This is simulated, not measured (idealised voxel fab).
Process module heading - voxel released beams
Cross-section cut: width 185 nm, square cells of 5 nm.
Throughout this document, each cross-section is represented as a grid of square cells and is presented as a sequence of bands enumerated from the top downward, where a band comprises one or more rows of cells.
Quick guide to a band line: top height, bottom height (nm) up front; then every material left to right with its width in nm. Only one material and it's marked "everywhere"? Then it fills the band edge to edge. And "air" just means empty space.
Height 0 is the level under which the wafer as received is all one material. The lowest band goes on downwards, as in "0 -> down".
Graded width ("30..40"): value in top row of band = first number; value in bottom row = second number; row-to-row change constant.
Given "stayed the same" for a step, no cell of the cross-section differs between before and after that step.
Empty spaces without an open route to the top, at least 8 cells in extent, make up the entry "Closed cavities"; each is given as width x height at distance, where the distance is measured from the left edge, and all are in nm.
Step line, after settings: the simulator's comment on this step.
The line of a step may include "overlay nm". On a step with a mask, this value is how far to the right of its planned place the mask lay. A negative value means the mask lay to the left.
# Listed below are the process steps as planned
| 1 | RECEIVE, material Si |
| 2 | CONFORMAL_DEP, material SiN, thk nm 5 |
| 3 | DIRECTIONAL_DEP, material SiO2, thk nm 10 |
| 4 | DIRECTIONAL_DEP, material aC, thk nm 10 |
| 5 | PATTERN, tone open, mask id ANCHOR, material resist, width nm 30, thk nm 30, overlay nm 0 |
| 6 | DIRECTIONAL_ETCH, etch materials aC, depth nm 10 |
| 7 | STRIP, etch materials resist |
| 8 | DIRECTIONAL_ETCH, etch materials SiO2, depth nm 10 |
| 9 | STRIP, etch materials aC |
| 10 | CONFORMAL_DEP, material polySi, thk nm 10 |
| 11 | DIRECTIONAL_DEP, material aC, thk nm 15 |
| 12 | PATTERN, tone cover, mask id BEAM, material resist, width nm 80, thk nm 35, overlay nm 0 |
| 13 | DIRECTIONAL_ETCH, etch materials aC, depth nm 15 |
| 14 | STRIP, etch materials resist |
| 15 | DIRECTIONAL_ETCH, etch materials polySi, depth nm 10 |
| 16 | STRIP, etch materials aC |
| 17 | STRIP, etch materials SiO2 |
# So this is the incoming wafer in cross-section - it's already been through step 1
> 0 -> down = Si everywhere
> Closed cavities: none
# What the wafer looks like in cross-section after this module, when it starts as shown above and follows the plan above but one mistake is made in running it
> 25 -> 15 = 60 nm air, 5 nm polySi, 10 nm air, 65 nm polySi, 45 nm air
> 15 -> 5 = 55 nm air, 30 nm polySi, 100 nm air
> 5 -> 0 = SiN everywhere
> 0 -> down = Si everywhere
> Closed cavities: none
It is concluded that the wafer was processed incorrectly with respect to the plan, in that heads up, step 12 didn't go per plan, it actually ran as PATTERN, tone cover, mask id BEAM, material resist, width nm 80, thk nm 35, overlay nm 10
